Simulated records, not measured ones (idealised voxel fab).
process module | voxel spacer lines
cross-section cut | 295 nm wide | cells 5 nm
A cross-section is a grid of square cells, given in bands from the top down. A band is one or more rows of cells.
Each band's line starts with the height of the band's top and of its bottom, in nm. Then come its materials from left to right, each with its width in nm. One material with "throughout" fills the band from edge to edge. "air" is empty space.
Height 0 is the level under which the wafer as received is all one material. The lowest band goes on downwards, as in "0 down".
A width such as "30 to 40" changes by the same amount from each row of cells to the next, from the band's top row to its bottom row.
"no change" after a step means that no cell of the cross-section changed.
closed voids: empty space of 8 cells or more with no open way to the top, each as width x height at its distance from the left edge, in nm
after a step's settings: what the simulator itself notes on the step
overlay nm, on a step with a mask: how far to the right of its planned place the mask lay; to the left if negative
plan
1 op RECEIVE | material Si
2 op CONFORMAL_DEP | material Al2O3 | thk nm 10
3 op DIRECTIONAL_DEP | material TiN | thk nm 15
4 op DIRECTIONAL_DEP | material polySi | thk nm 30
5 op PATTERN | tone cover | mask id MANDREL | material resist | width nm 15 | pitch nm 50 | thk nm 35 | overlay nm 0
6 op DIRECTIONAL_ETCH | etch materials polySi | depth nm 30
7 op STRIP | etch materials resist
8 op CONFORMAL_DEP | material SiN | thk nm 10
9 op DIRECTIONAL_ETCH | etch materials SiN | depth nm 10
10 op STRIP | etch materials polySi
11 op DIRECTIONAL_ETCH | etch materials TiN | depth nm 15
12 op STRIP | etch materials SiN
13 op FILL_DEP | material SiO2 | thk nm 10
14 op CMP | height nm 25
as received, after step 1
  0 down: Si throughout
  closed voids: none
first wafer at the end, as planned
  25 to 10: SiO2 105 | TiN 10 | SiO2 15 | TiN 10 | SiO2 15 | TiN 10 | SiO2 15 | TiN 10 | SiO2 105
  10 to 0: Al2O3 throughout
  0 down: Si throughout
  closed voids: none
second wafer at the end: like start, like plan, one mistake
  25 to 15: SiO2 throughout
  15 to 0: SiO2 105 | TiN 10 | SiO2 15 | TiN 10 | SiO2 15 | TiN 10 | SiO2 15 | TiN 10 | SiO2 105
  0 down: Si throughout
  closed voids: none
what went wrong: step 2 was left out
at the end the second wafer has, in cells: 118 fewer of Al2O3 | 118 more of SiO2
